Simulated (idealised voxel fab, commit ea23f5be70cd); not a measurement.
process module | voxel wiring stack
cross-section cut | 245 nm wide | cells 5 nm
A cross-section is a grid of square cells, given in bands from the top down. A band is one or more rows of cells.
Each band's line starts with the height of the band's top and of its bottom, in nm. Then come its materials from left to right, each with its width in nm. One material with "throughout" fills the band from edge to edge. "air" is empty space.
Height 0 is the level under which the wafer as received is all one material. The lowest band goes on downwards, as in "0 down".
A width such as "30 to 40" changes by the same amount from each row of cells to the next, from the band's top row to its bottom row.
"no change" after a step means that no cell of the cross-section changed.
closed voids: empty space of 8 cells or more with no open way to the top, each as width x height at its distance from the left edge, in nm
after a step's settings: what the simulator itself notes on the step
overlay nm, on a step with a mask: how far to the right of its planned place the mask lay; to the left if negative
Each pair below shows a cross-section before one step and the cross-section after it, down to the lowest band that changed. The line under each pair gives the step between them, with its settings. The pairs can come from different runs of this module on the same starting wafer, so a pair continues from the pair above only where its "before" says so.
before
  80 to 65: aC 55 | air 15 | aC 35 | air 15 | aC 35 | air 15 | aC 75
  65 to 45: SiO2 55 | air 15 | SiO2 35 | air 15 | SiO2 35 | air 15 | SiO2 75
  45 to 40: SiCN 55 | air 15 | SiCN 35 | air 15 | SiCN 35 | air 15 | SiCN 75
  40 to 35: SiO2 55 | TiN 5 | W 20 | TiN 5 | SiO2 20 | TiN 5 | W 20 | TiN 5 | SiO2 20 | TiN 5 | W 20 | TiN 5 | SiO2 60
  35 to 30: SiN 55 | TiN 30 | SiN 20 | TiN 30 | SiN 20 | TiN 30 | SiN 60
  30 to 0: SiO2 throughout
  0 down: Si throughout
  closed voids: none
after
  65 to 45: SiO2 55 | air 15 | SiO2 35 | air 15 | SiO2 35 | air 15 | SiO2 75
  below 45: unchanged
  closed voids: none
the step between: op STRIP | etch materials aC
before: the cross-section after the pair above
after
  70 to 65: TiN 60 | air 5 | TiN 45 | air 5 | TiN 45 | air 5 | TiN 80
  65 to 45: SiO2 55 | TiN 5 | air 5 | TiN 5 | SiO2 35 | TiN 5 | air 5 | TiN 5 | SiO2 35 | TiN 5 | air 5 | TiN 5 | SiO2 75
  45 to 40: SiCN 55 | TiN 15 | SiCN 35 | TiN 15 | SiCN 35 | TiN 15 | SiCN 75
  below 40: unchanged
  closed voids: none
the step between: op CONFORMAL_DEP | material TiN | thk nm 5
before: the cross-section after the pair above
after
  75 to 70: Cu throughout
  70 to 65: TiN 60 | Cu 5 | TiN 45 | Cu 5 | TiN 45 | Cu 5 | TiN 80
  65 to 45: SiO2 55 | TiN 5 | Cu 5 | TiN 5 | SiO2 35 | TiN 5 | Cu 5 | TiN 5 | SiO2 35 | TiN 5 | Cu 5 | TiN 5 | SiO2 75
  below 45: unchanged
  closed voids: none
the step between: op FILL_DEP | material Cu | thk nm 5
before: the cross-section after the pair above
after
  65 to 45: SiO2 55 | TiN 5 | Cu 5 | TiN 5 | SiO2 35 | TiN 5 | Cu 5 | TiN 5 | SiO2 35 | TiN 5 | Cu 5 | TiN 5 | SiO2 75
  below 45: unchanged
  closed voids: none
the step between: op CMP | height nm 65
before: the cross-section after the pair above
after
  70 to 65: TiN throughout
  below 65: unchanged
  closed voids: none
the step between: op DIRECTIONAL_DEP | material TiN | thk nm 5
before: the cross-section after the pair above
after
  85 to 70: Ru throughout
  below 70: unchanged
  closed voids: none
the step between: op DIRECTIONAL_DEP | material Ru | thk nm 15
before: the cross-section after the pair above
after
  85 to 70: air 55 | Ru 30 | air 20 | Ru 30 | air 20 | Ru 30 | air 60
  below 70: unchanged
  closed voids: none
the step between: op MASKED_ETCH | tone cover | mask id METAL_2 | width nm 30 | pitch nm 50 | etch materials Ru | depth nm 15 | overlay nm 0
before: the cross-section after the pair above
after
  85 to 70: air 55 | Ru 30 | air 20 | Ru 30 | air 20 | Ru 30 | air 60
  70 to 65: air 55 | TiN 30 | air 20 | TiN 30 | air 20 | TiN 30 | air 60
  below 65: unchanged
  closed voids: none
the step between: op MASKED_ETCH | tone cover | mask id METAL_2 | width nm 30 | pitch nm 50 | etch materials TiN | depth nm 5 | overlay nm 0
before: the cross-section after the pair above
after
  95 to 85: SiO2 throughout
  85 to 70: SiO2 55 | Ru 30 | SiO2 20 | Ru 30 | SiO2 20 | Ru 30 | SiO2 60
  70 to 65: SiO2 55 | TiN 30 | SiO2 20 | TiN 30 | SiO2 20 | TiN 30 | SiO2 60
  below 65: unchanged
  closed voids: none
the step between: op FILL_DEP | material SiO2 | thk nm 10
before: the cross-section after the pair above
after
  85 to 70: SiO2 55 | Ru 30 | SiO2 20 | Ru 30 | SiO2 20 | Ru 30 | SiO2 60
  below 70: unchanged
  closed voids: none
the step between: op CMP | height nm 85
before: the cross-section after the pair above
after
  90 to 85: SiCN throughout
  below 85: unchanged
  closed voids: none
the step between: op CONFORMAL_DEP | material SiCN | thk nm 5
before: the cross-section after the pair above
after
  100 to 90: lowk throughout
  below 90: unchanged
  closed voids: none
the step between: op DIRECTIONAL_DEP | material lowk | thk nm 10
before: the cross-section after the pair above
after
  100 to 90: lowk 55 | air 15 | lowk 35 | air 15 | lowk 35 | air 15 | lowk 75
  below 90: unchanged
  closed voids: none
the step between: op MASKED_ETCH | tone open | mask id PLUG_2 | width nm 15 | pitch nm 50 | etch materials lowk | depth nm 10 | overlay nm 0
before: the cross-section after the pair above
after
  100 to 90: lowk 55 | air 15 | lowk 35 | air 15 | lowk 35 | air 15 | lowk 75
  90 to 85: SiCN 55 | air 15 | SiCN 35 | air 15 | SiCN 35 | air 15 | SiCN 75
  below 85: unchanged
  closed voids: none
the step between: op MASKED_ETCH | tone open | mask id PLUG_2 | width nm 15 | pitch nm 50 | etch materials SiCN | depth nm 5 | overlay nm 0
before: the cross-section after the pair above
after
  100 to 95: lowk 55 | air 15 | lowk 35 | air 15 | lowk 35 | air 15 | lowk 75
  95 to 90: lowk 55 | Ru 15 | lowk 35 | Ru 15 | lowk 35 | Ru 15 | lowk 75
  90 to 85: SiCN 55 | Ru 15 | SiCN 35 | Ru 15 | SiCN 35 | Ru 15 | SiCN 75
  below 85: unchanged
  closed voids: none
the step between: op EPI | material Ru | thk nm 10
before: the cross-section after the pair above
after
  100 to 90: lowk 55 | Ru 15 | lowk 35 | Ru 15 | lowk 35 | Ru 15 | lowk 75
  below 90: unchanged
  closed voids: none
the step between: op EPI | material Ru | thk nm 5
before: the cross-section after the pair above
after
  105 to 100: TiN throughout
  below 100: unchanged
  closed voids: none
the step between: op DIRECTIONAL_DEP | material TiN | thk nm 5
before: the cross-section after the pair above
after
  125 to 105: W throughout
  below 105: unchanged
  closed voids: none
the step between: op DIRECTIONAL_DEP | material W | thk nm 20
before: the cross-section after the pair above
after
  140 to 125: air 55 | resist 30 | air 20 | resist 30 | air 20 | resist 30 | air 60
  below 125: unchanged
  closed voids: none
the step between: op PATTERN | tone cover | mask id METAL_3 | material resist | width nm 30 | pitch nm 50 | thk nm 15 | overlay nm 0
before: the cross-section after the pair above
after
  140 to 125: air 55 | resist 30 | air 20 | resist 30 | air 20 | resist 30 | air 60
  125 to 105: air 55 | W 30 | air 20 | W 30 | air 20 | W 30 | air 60
  below 105: unchanged
  closed voids: none
the step between: op DIRECTIONAL_ETCH | etch materials W | depth nm 20
before: the cross-section after the pair above
after
  140 to 125: air 55 | resist 30 | air 20 | resist 30 | air 20 | resist 30 | air 60
  125 to 105: air 55 | W 30 | air 20 | W 30 | air 20 | W 30 | air 60
  105 to 100: air 55 | TiN 30 | air 20 | TiN 30 | air 20 | TiN 30 | air 60
  below 100: unchanged
  closed voids: none
the step between: op DIRECTIONAL_ETCH | etch materials TiN | depth nm 5
before: the cross-section after the pair above
after
  125 to 105: air 55 | W 30 | air 20 | W 30 | air 20 | W 30 | air 60
  below 105: unchanged
  closed voids: none
the step between: op STRIP | etch materials resist
before: the cross-section after the pair above
after
  130 to 125: air 50 | SiCN 40 | air 10 | SiCN 40 | air 10 | SiCN 40 | air 55
  125 to 105: air 50 | SiCN 5 | W 30 | SiCN 5 | air 10 | SiCN 5 | W 30 | SiCN 5 | air 10 | SiCN 5 | W 30 | SiCN 5 | air 55
  105 to 100: SiCN 55 | TiN 30 | SiCN 20 | TiN 30 | SiCN 20 | TiN 30 | SiCN 60
  below 100: unchanged
  closed voids: none
the step between: op CONFORMAL_DEP | material SiCN | thk nm 5
before: the cross-section after the pair above
after
  135 to 130: SiO2 throughout
  130 to 125: SiO2 50 | SiCN 40 | SiO2 10 | SiCN 40 | SiO2 10 | SiCN 40 | SiO2 55
  125 to 105: SiO2 50 | SiCN 5 | W 30 | SiCN 5 | SiO2 10 | SiCN 5 | W 30 | SiCN 5 | SiO2 10 | SiCN 5 | W 30 | SiCN 5 | SiO2 55
  below 105: unchanged
  closed voids: none
the step between: op FILL_DEP | material SiO2 | thk nm 5
before: the cross-section after the pair above
after
  125 to 105: SiO2 50 | SiCN 5 | W 30 | SiCN 5 | SiO2 10 | SiCN 5 | W 30 | SiCN 5 | SiO2 10 | SiCN 5 | W 30 | SiCN 5 | SiO2 55
  below 105: unchanged
  closed voids: none
the step between: op CMP | height nm 125
before: the cross-section after the pair above
after
  130 to 125: SiN throughout
  below 125: unchanged
  closed voids: none
the step between: op CONFORMAL_DEP | material SiN | thk nm 5
before
  65 to 45: SiO2 55 | TiN 5 | Cu 5 | TiN 5 | SiO2 35 | TiN 5 | Cu 5 | TiN 5 | SiO2 35 | TiN 5 | Cu 5 | TiN 5 | SiO2 75
  45 to 40: SiCN 55 | TiN 15 | SiCN 35 | TiN 15 | SiCN 35 | TiN 15 | SiCN 75
  40 to 20: SiO2 55 | TiN 5 | W 20 | TiN 5 | SiO2 20 | TiN 5 | W 20 | TiN 5 | SiO2 20 | TiN 5 | W 20 | TiN 5 | SiO2 60
  20 to 15: SiN 55 | TiN 30 | SiN 20 | TiN 30 | SiN 20 | TiN 30 | SiN 60
  15 to 0: SiO2 throughout
  0 down: Si throughout
  closed voids: none
after
  80 to 65: Ru throughout
  below 65: unchanged
  closed voids: none
the step between: op DIRECTIONAL_DEP | material Ru | thk nm 15
before: the cross-section after the pair above
after
  85 to 80: TiN throughout
  below 80: unchanged
  closed voids: none
the step between: op DIRECTIONAL_DEP | material TiN | thk nm 5
before: the cross-section after the pair above
after
  85 to 80: air 55 | TiN 30 | air 20 | TiN 30 | air 20 | TiN 30 | air 60
  below 80: unchanged
  closed voids: none
the step between: op MASKED_ETCH | tone cover | mask id METAL_2 | width nm 30 | pitch nm 50 | etch materials TiN | depth nm 5 | overlay nm 0
before: the cross-section after the pair above
after
  95 to 85: SiO2 throughout
  85 to 80: SiO2 55 | TiN 30 | SiO2 20 | TiN 30 | SiO2 20 | TiN 30 | SiO2 60
  below 80: unchanged
  closed voids: none
the step between: op FILL_DEP | material SiO2 | thk nm 10
before: the cross-section after the pair above
after
  85 to 80: SiO2 55 | TiN 30 | SiO2 20 | TiN 30 | SiO2 20 | TiN 30 | SiO2 60
  below 80: unchanged
  closed voids: none
the step between: op CMP | height nm 85
before: the cross-section after the pair above
after
  90 to 85: SiCN throughout
  below 85: unchanged
  closed voids: none
the step between: op CONFORMAL_DEP | material SiCN | thk nm 5
before: the cross-section after the pair above
after
  100 to 90: lowk throughout
  below 90: unchanged
  closed voids: none
the step between: op DIRECTIONAL_DEP | material lowk | thk nm 10
before: the cross-section after the pair above
after
  100 to 90: lowk 55 | air 15 | lowk 35 | air 15 | lowk 35 | air 15 | lowk 75
  below 90: unchanged
  closed voids: none
the step between: op MASKED_ETCH | tone open | mask id PLUG_2 | width nm 15 | pitch nm 50 | etch materials lowk | depth nm 10 | overlay nm 0
before: the cross-section after the pair above
after
  100 to 90: lowk 55 | air 15 | lowk 35 | air 15 | lowk 35 | air 15 | lowk 75
  90 to 85: SiCN 55 | air 15 | SiCN 35 | air 15 | SiCN 35 | air 15 | SiCN 75
  below 85: unchanged
  closed voids: none
the step between: op MASKED_ETCH | tone open | mask id PLUG_2 | width nm 15 | pitch nm 50 | etch materials SiCN | depth nm 5 | overlay nm 0
before: the cross-section after the pair above
after
  100 to 95: lowk 55 | air 15 | lowk 35 | air 15 | lowk 35 | air 15 | lowk 75
  95 to 90: lowk 55 | Ru 15 | lowk 35 | Ru 15 | lowk 35 | Ru 15 | lowk 75
  90 to 85: SiCN 55 | Ru 15 | SiCN 35 | Ru 15 | SiCN 35 | Ru 15 | SiCN 75
  below 85: unchanged
  closed voids: none
the step between: op EPI | material Ru | thk nm 10
before: the cross-section after the pair above
after
  100 to 90: lowk 55 | Ru 15 | lowk 35 | Ru 15 | lowk 35 | Ru 15 | lowk 75
  below 90: unchanged
  closed voids: none
the step between: op EPI | material Ru | thk nm 5
before: the cross-section after the pair above
after
  105 to 100: TiN throughout
  below 100: unchanged
  closed voids: none
the step between: op DIRECTIONAL_DEP | material TiN | thk nm 5
before: the cross-section after the pair above
after
  125 to 105: W throughout
  below 105: unchanged
  closed voids: none
the step between: op DIRECTIONAL_DEP | material W | thk nm 20
before: the cross-section after the pair above
after
  140 to 125: air 55 | resist 30 | air 20 | resist 30 | air 20 | resist 30 | air 60
  below 125: unchanged
  closed voids: none
the step between: op PATTERN | tone cover | mask id METAL_3 | material resist | width nm 30 | pitch nm 50 | thk nm 15 | overlay nm 0
before: the cross-section after the pair above
after
  140 to 125: air 55 | resist 30 | air 20 | resist 30 | air 20 | resist 30 | air 60
  125 to 105: air 55 | W 30 | air 20 | W 30 | air 20 | W 30 | air 60
  below 105: unchanged
  closed voids: none
the step between: op DIRECTIONAL_ETCH | etch materials W | depth nm 20
before: the cross-section after the pair above
after
  140 to 125: air 55 | resist 30 | air 20 | resist 30 | air 20 | resist 30 | air 60
  125 to 105: air 55 | W 30 | air 20 | W 30 | air 20 | W 30 | air 60
  105 to 100: air 55 | TiN 30 | air 20 | TiN 30 | air 20 | TiN 30 | air 60
  below 100: unchanged
  closed voids: none
the step between: op DIRECTIONAL_ETCH | etch materials TiN | depth nm 5
before: the cross-section after the pair above
after
  125 to 105: air 55 | W 30 | air 20 | W 30 | air 20 | W 30 | air 60
  below 105: unchanged
  closed voids: none
the step between: op STRIP | etch materials resist
before: the cross-section after the pair above
after
  130 to 125: air 50 | SiCN 40 | air 10 | SiCN 40 | air 10 | SiCN 40 | air 55
  125 to 105: air 50 | SiCN 5 | W 30 | SiCN 5 | air 10 | SiCN 5 | W 30 | SiCN 5 | air 10 | SiCN 5 | W 30 | SiCN 5 | air 55
  105 to 100: SiCN 55 | TiN 30 | SiCN 20 | TiN 30 | SiCN 20 | TiN 30 | SiCN 60
  below 100: unchanged
  closed voids: none
the step between: op CONFORMAL_DEP | material SiCN | thk nm 5
before: the cross-section after the pair above
after
  135 to 130: SiO2 throughout
  130 to 125: SiO2 50 | SiCN 40 | SiO2 10 | SiCN 40 | SiO2 10 | SiCN 40 | SiO2 55
  125 to 105: SiO2 50 | SiCN 5 | W 30 | SiCN 5 | SiO2 10 | SiCN 5 | W 30 | SiCN 5 | SiO2 10 | SiCN 5 | W 30 | SiCN 5 | SiO2 55
  below 105: unchanged
  closed voids: none
the step between: op FILL_DEP | material SiO2 | thk nm 5
before: the cross-section after the pair above
after
  125 to 105: SiO2 50 | SiCN 5 | W 30 | SiCN 5 | SiO2 10 | SiCN 5 | W 30 | SiCN 5 | SiO2 10 | SiCN 5 | W 30 | SiCN 5 | SiO2 55
  below 105: unchanged
  closed voids: none
the step between: op CMP | height nm 125
before: the cross-section after the pair above
after
  130 to 125: SiN throughout
  below 125: unchanged
  closed voids: none
the step between: op CONFORMAL_DEP | material SiN | thk nm 5
before
  40 to 20: SiO2 55 | TiN 5 | W 20 | TiN 5 | SiO2 20 | TiN 5 | W 20 | TiN 5 | SiO2 20 | TiN 5 | W 20 | TiN 5 | SiO2 60
  20 to 15: SiN 55 | TiN 30 | SiN 20 | TiN 30 | SiN 20 | TiN 30 | SiN 60
  15 to 0: SiO2 throughout
  0 down: Si throughout
  closed voids: none
after
  55 to 40: SiCN throughout
  below 40: unchanged
  closed voids: none
the step between: op CONFORMAL_DEP | material SiCN | thk nm 15
before: the cross-section after the pair above
after
  75 to 55: SiO2 throughout
  below 55: unchanged
  closed voids: none
the step between: op DIRECTIONAL_DEP | material SiO2 | thk nm 20
before: the cross-section after the pair above
after
  90 to 75: aC throughout
  below 75: unchanged
  closed voids: none
the step between: op DIRECTIONAL_DEP | material aC | thk nm 15
before: the cross-section after the pair above
after
  120 to 90: resist 55 | air 15 | resist 35 | air 15 | resist 35 | air 15 | resist 75
  below 90: unchanged
  closed voids: none
the step between: op PATTERN | tone open | mask id PLUG_1 | material resist | width nm 15 | pitch nm 50 | thk nm 30 | overlay nm 0
before: the cross-section after the pair above
after
  105 to 90: resist 55 | air 15 | resist 35 | air 15 | resist 35 | air 15 | resist 75
  90 to 75: aC 55 | air 15 | aC 35 | air 15 | aC 35 | air 15 | aC 75
  below 75: unchanged
  closed voids: none
the step between: op DIRECTIONAL_ETCH | etch materials aC | depth nm 15
before: the cross-section after the pair above
after
  90 to 75: aC 55 | air 15 | aC 35 | air 15 | aC 35 | air 15 | aC 75
  below 75: unchanged
  closed voids: none
the step between: op STRIP | etch materials resist
before: the cross-section after the pair above
after
  90 to 75: aC 55 | air 15 | aC 35 | air 15 | aC 35 | air 15 | aC 75
  75 to 55: SiO2 55 | air 15 | SiO2 35 | air 15 | SiO2 35 | air 15 | SiO2 75
  below 55: unchanged
  closed voids: none
the step between: op DIRECTIONAL_ETCH | etch materials SiO2 | depth nm 20
before: the cross-section after the pair above
after
  90 to 75: aC 55 | air 15 | aC 35 | air 15 | aC 35 | air 15 | aC 75
  75 to 55: SiO2 55 | air 15 | SiO2 35 | air 15 | SiO2 35 | air 15 | SiO2 75
  55 to 50: SiCN 55 | air 15 | SiCN 35 | air 15 | SiCN 35 | air 15 | SiCN 75
  below 50: unchanged
  closed voids: none
the step between: op DIRECTIONAL_ETCH | etch materials SiCN | depth nm 5
before: the cross-section after the pair above
after
  75 to 55: SiO2 55 | air 15 | SiO2 35 | air 15 | SiO2 35 | air 15 | SiO2 75
  below 55: unchanged
  closed voids: none
the step between: op STRIP | etch materials aC
before: the cross-section after the pair above
after
  80 to 75: TiN 60 | air 5 | TiN 45 | air 5 | TiN 45 | air 5 | TiN 80
  75 to 55: SiO2 55 | TiN 5 | air 5 | TiN 5 | SiO2 35 | TiN 5 | air 5 | TiN 5 | SiO2 35 | TiN 5 | air 5 | TiN 5 | SiO2 75
  55 to 50: SiCN 55 | TiN 15 | SiCN 35 | TiN 15 | SiCN 35 | TiN 15 | SiCN 75
  below 50: unchanged
  closed voids: none
the step between: op CONFORMAL_DEP | material TiN | thk nm 5
before: the cross-section after the pair above
after
  85 to 80: Cu throughout
  80 to 75: TiN 60 | Cu 5 | TiN 45 | Cu 5 | TiN 45 | Cu 5 | TiN 80
  75 to 55: SiO2 55 | TiN 5 | Cu 5 | TiN 5 | SiO2 35 | TiN 5 | Cu 5 | TiN 5 | SiO2 35 | TiN 5 | Cu 5 | TiN 5 | SiO2 75
  below 55: unchanged
  closed voids: none
the step between: op FILL_DEP | material Cu | thk nm 5
before: the cross-section after the pair above
after
  65 to 55: SiO2 55 | TiN 5 | Cu 5 | TiN 5 | SiO2 35 | TiN 5 | Cu 5 | TiN 5 | SiO2 35 | TiN 5 | Cu 5 | TiN 5 | SiO2 75
  below 55: unchanged
  closed voids: none
the step between: op CMP | height nm 65
before: the cross-section after the pair above
after
  70 to 65: TiN throughout
  below 65: unchanged
  closed voids: none
the step between: op DIRECTIONAL_DEP | material TiN | thk nm 5
before: the cross-section after the pair above
after
  85 to 70: Ru throughout
  below 70: unchanged
  closed voids: none
the step between: op DIRECTIONAL_DEP | material Ru | thk nm 15
before: the cross-section after the pair above
after
  85 to 70: air 55 | Ru 30 | air 20 | Ru 30 | air 20 | Ru 30 | air 60
  below 70: unchanged
  closed voids: none
the step between: op MASKED_ETCH | tone cover | mask id METAL_2 | width nm 30 | pitch nm 50 | etch materials Ru | depth nm 15 | overlay nm 0
before: the cross-section after the pair above
after
  85 to 70: air 55 | Ru 30 | air 20 | Ru 30 | air 20 | Ru 30 | air 60
  70 to 65: air 55 | TiN 30 | air 20 | TiN 30 | air 20 | TiN 30 | air 60
  below 65: unchanged
  closed voids: none
the step between: op MASKED_ETCH | tone cover | mask id METAL_2 | width nm 30 | pitch nm 50 | etch materials TiN | depth nm 5 | overlay nm 0
before: the cross-section after the pair above
after
  95 to 85: SiO2 throughout
  85 to 70: SiO2 55 | Ru 30 | SiO2 20 | Ru 30 | SiO2 20 | Ru 30 | SiO2 60
  70 to 65: SiO2 55 | TiN 30 | SiO2 20 | TiN 30 | SiO2 20 | TiN 30 | SiO2 60
  below 65: unchanged
  closed voids: none
the step between: op FILL_DEP | material SiO2 | thk nm 10
before: the cross-section after the pair above
after
  85 to 70: SiO2 55 | Ru 30 | SiO2 20 | Ru 30 | SiO2 20 | Ru 30 | SiO2 60
  below 70: unchanged
  closed voids: none
the step between: op CMP | height nm 85
before: the cross-section after the pair above
after
  90 to 85: SiCN throughout
  below 85: unchanged
  closed voids: none
the step between: op CONFORMAL_DEP | material SiCN | thk nm 5
before: the cross-section after the pair above
after
  100 to 90: lowk throughout
  below 90: unchanged
  closed voids: none
the step between: op DIRECTIONAL_DEP | material lowk | thk nm 10
before: the cross-section after the pair above
after
  100 to 90: lowk 55 | air 15 | lowk 35 | air 15 | lowk 35 | air 15 | lowk 75
  below 90: unchanged
  closed voids: none
the step between: op MASKED_ETCH | tone open | mask id PLUG_2 | width nm 15 | pitch nm 50 | etch materials lowk | depth nm 10 | overlay nm 0
before: the cross-section after the pair above
after
  100 to 90: lowk 55 | air 15 | lowk 35 | air 15 | lowk 35 | air 15 | lowk 75
  90 to 85: SiCN 55 | air 15 | SiCN 35 | air 15 | SiCN 35 | air 15 | SiCN 75
  below 85: unchanged
  closed voids: none
the step between: op MASKED_ETCH | tone open | mask id PLUG_2 | width nm 15 | pitch nm 50 | etch materials SiCN | depth nm 5 | overlay nm 0
before: the cross-section after the pair above
after
  100 to 95: lowk 55 | air 15 | lowk 35 | air 15 | lowk 35 | air 15 | lowk 75
  95 to 90: lowk 55 | Ru 15 | lowk 35 | Ru 15 | lowk 35 | Ru 15 | lowk 75
  90 to 85: SiCN 55 | Ru 15 | SiCN 35 | Ru 15 | SiCN 35 | Ru 15 | SiCN 75
  below 85: unchanged
  closed voids: none
the step between: op EPI | material Ru | thk nm 10
before: the cross-section after the pair above
after
  100 to 90: lowk 55 | Ru 15 | lowk 35 | Ru 15 | lowk 35 | Ru 15 | lowk 75
  below 90: unchanged
  closed voids: none
the step between: op EPI | material Ru | thk nm 5
before: the cross-section after the pair above
after
  105 to 100: TiN throughout
  below 100: unchanged
  closed voids: none
the step between: op DIRECTIONAL_DEP | material TiN | thk nm 5
before: the cross-section after the pair above
after
  125 to 105: W throughout
  below 105: unchanged
  closed voids: none
the step between: op DIRECTIONAL_DEP | material W | thk nm 20
before: the cross-section after the pair above
after
  140 to 125: air 55 | resist 30 | air 20 | resist 30 | air 20 | resist 30 | air 60
  below 125: unchanged
  closed voids: none
the step between: op PATTERN | tone cover | mask id METAL_3 | material resist | width nm 30 | pitch nm 50 | thk nm 15 | overlay nm 0
before: the cross-section after the pair above
after
  140 to 125: air 55 | resist 30 | air 20 | resist 30 | air 20 | resist 30 | air 60
  125 to 105: air 55 | W 30 | air 20 | W 30 | air 20 | W 30 | air 60
  below 105: unchanged
  closed voids: none
the step between: op DIRECTIONAL_ETCH | etch materials W | depth nm 20
before: the cross-section after the pair above
after
  140 to 125: air 55 | resist 30 | air 20 | resist 30 | air 20 | resist 30 | air 60
  125 to 105: air 55 | W 30 | air 20 | W 30 | air 20 | W 30 | air 60
  105 to 100: air 55 | TiN 30 | air 20 | TiN 30 | air 20 | TiN 30 | air 60
  below 100: unchanged
  closed voids: none
the step between: op DIRECTIONAL_ETCH | etch materials TiN | depth nm 5
before: the cross-section after the pair above
after
  125 to 105: air 55 | W 30 | air 20 | W 30 | air 20 | W 30 | air 60
  below 105: unchanged
  closed voids: none
the step between: op STRIP | etch materials resist
before: the cross-section after the pair above
after
  130 to 125: air 50 | SiCN 40 | air 10 | SiCN 40 | air 10 | SiCN 40 | air 55
  125 to 105: air 50 | SiCN 5 | W 30 | SiCN 5 | air 10 | SiCN 5 | W 30 | SiCN 5 | air 10 | SiCN 5 | W 30 | SiCN 5 | air 55
  105 to 100: SiCN 55 | TiN 30 | SiCN 20 | TiN 30 | SiCN 20 | TiN 30 | SiCN 60
  below 100: unchanged
  closed voids: none
the step between: op CONFORMAL_DEP | material SiCN | thk nm 5
before: the cross-section after the pair above
after
  135 to 130: SiO2 throughout
  130 to 125: SiO2 50 | SiCN 40 | SiO2 10 | SiCN 40 | SiO2 10 | SiCN 40 | SiO2 55
  125 to 105: SiO2 50 | SiCN 5 | W 30 | SiCN 5 | SiO2 10 | SiCN 5 | W 30 | SiCN 5 | SiO2 10 | SiCN 5 | W 30 | SiCN 5 | SiO2 55
  below 105: unchanged
  closed voids: none
the step between: op FILL_DEP | material SiO2 | thk nm 5
before: the cross-section after the pair above
after
  125 to 105: SiO2 50 | SiCN 5 | W 30 | SiCN 5 | SiO2 10 | SiCN 5 | W 30 | SiCN 5 | SiO2 10 | SiCN 5 | W 30 | SiCN 5 | SiO2 55
  below 105: unchanged
  closed voids: none
the step between: op CMP | height nm 125
before: the cross-section after the pair above
after
  130 to 125: SiN throughout
  below 125: unchanged
  closed voids: none
the step between: op CONFORMAL_DEP | material SiN | thk nm 5
before
  100 to 90: lowk throughout
  90 to 85: SiCN throughout
  85 to 70: SiO2 55 | Ru 30 | SiO2 20 | Ru 30 | SiO2 20 | Ru 30 | SiO2 60
  70 to 65: SiO2 55 | TiN 30 | SiO2 20 | TiN 30 | SiO2 20 | TiN 30 | SiO2 60
  65 to 45: SiO2 55 | TiN 5 | Cu 5 | TiN 5 | SiO2 35 | TiN 5 | Cu 5 | TiN 5 | SiO2 35 | TiN 5 | Cu 5 | TiN 5 | SiO2 75
  45 to 40: SiCN 55 | TiN 15 | SiCN 35 | TiN 15 | SiCN 35 | TiN 15 | SiCN 75
  40 to 20: SiO2 55 | TiN 5 | W 20 | TiN 5 | SiO2 20 | TiN 5 | W 20 | TiN 5 | SiO2 20 | TiN 5 | W 20 | TiN 5 | SiO2 60
  20 to 15: SiN 55 | TiN 30 | SiN 20 | TiN 30 | SiN 20 | TiN 30 | SiN 60
  15 to 0: SiO2 throughout
  0 down: Si throughout
  closed voids: none
after
  100 to 90: lowk 50 | air 25 | lowk 25 | air 25 | lowk 25 | air 25 | lowk 70
  below 90: unchanged
  closed voids: none
the step between: op MASKED_ETCH | tone open | mask id PLUG_2 | width nm 25 | pitch nm 50 | etch materials lowk | depth nm 10 | overlay nm 0
before: the cross-section after the pair above
after
  100 to 90: lowk 50 | air 25 | lowk 25 | air 25 | lowk 25 | air 25 | lowk 70
  90 to 85: SiCN 55 | air 15 | SiCN 35 | air 15 | SiCN 35 | air 15 | SiCN 75
  below 85: unchanged
  closed voids: none
the step between: op MASKED_ETCH | tone open | mask id PLUG_2 | width nm 15 | pitch nm 50 | etch materials SiCN | depth nm 5 | overlay nm 0
before: the cross-section after the pair above
after
  100 to 95: lowk 50 | air 25 | lowk 25 | air 25 | lowk 25 | air 25 | lowk 70
  95 to 90: lowk 50 | Ru 25 | lowk 25 | Ru 25 | lowk 25 | Ru 25 | lowk 70
  90 to 85: SiCN 55 | Ru 15 | SiCN 35 | Ru 15 | SiCN 35 | Ru 15 | SiCN 75
  below 85: unchanged
  closed voids: none
the step between: op EPI | material Ru | thk nm 10
before: the cross-section after the pair above
after
  100 to 90: lowk 50 | Ru 25 | lowk 25 | Ru 25 | lowk 25 | Ru 25 | lowk 70
  below 90: unchanged
  closed voids: none
the step between: op EPI | material Ru | thk nm 5
before: the cross-section after the pair above
after
  105 to 100: TiN throughout
  below 100: unchanged
  closed voids: none
the step between: op DIRECTIONAL_DEP | material TiN | thk nm 5
before: the cross-section after the pair above
after
  125 to 105: W throughout
  below 105: unchanged
  closed voids: none
the step between: op DIRECTIONAL_DEP | material W | thk nm 20
before: the cross-section after the pair above
after
  140 to 125: air 55 | resist 30 | air 20 | resist 30 | air 20 | resist 30 | air 60
  below 125: unchanged
  closed voids: none
the step between: op PATTERN | tone cover | mask id METAL_3 | material resist | width nm 30 | pitch nm 50 | thk nm 15 | overlay nm 0
before: the cross-section after the pair above
after
  140 to 125: air 55 | resist 30 | air 20 | resist 30 | air 20 | resist 30 | air 60
  125 to 105: air 55 | W 30 | air 20 | W 30 | air 20 | W 30 | air 60
  below 105: unchanged
  closed voids: none
the step between: op DIRECTIONAL_ETCH | etch materials W | depth nm 20
before: the cross-section after the pair above
after
  140 to 125: air 55 | resist 30 | air 20 | resist 30 | air 20 | resist 30 | air 60
  125 to 105: air 55 | W 30 | air 20 | W 30 | air 20 | W 30 | air 60
  105 to 100: air 55 | TiN 30 | air 20 | TiN 30 | air 20 | TiN 30 | air 60
  below 100: unchanged
  closed voids: none
the step between: op DIRECTIONAL_ETCH | etch materials TiN | depth nm 5
before: the cross-section after the pair above
after
  125 to 105: air 55 | W 30 | air 20 | W 30 | air 20 | W 30 | air 60
  below 105: unchanged
  closed voids: none
the step between: op STRIP | etch materials resist
before: the cross-section after the pair above
after
  130 to 125: air 50 | SiCN 40 | air 10 | SiCN 40 | air 10 | SiCN 40 | air 55
  125 to 105: air 50 | SiCN 5 | W 30 | SiCN 5 | air 10 | SiCN 5 | W 30 | SiCN 5 | air 10 | SiCN 5 | W 30 | SiCN 5 | air 55
  105 to 100: SiCN 55 | TiN 30 | SiCN 20 | TiN 30 | SiCN 20 | TiN 30 | SiCN 60
  below 100: unchanged
  closed voids: none
the step between: op CONFORMAL_DEP | material SiCN | thk nm 5
before: the cross-section after the pair above
after
  135 to 130: SiO2 throughout
  130 to 125: SiO2 50 | SiCN 40 | SiO2 10 | SiCN 40 | SiO2 10 | SiCN 40 | SiO2 55
  125 to 105: SiO2 50 | SiCN 5 | W 30 | SiCN 5 | SiO2 10 | SiCN 5 | W 30 | SiCN 5 | SiO2 10 | SiCN 5 | W 30 | SiCN 5 | SiO2 55
  below 105: unchanged
  closed voids: none
the step between: op FILL_DEP | material SiO2 | thk nm 5
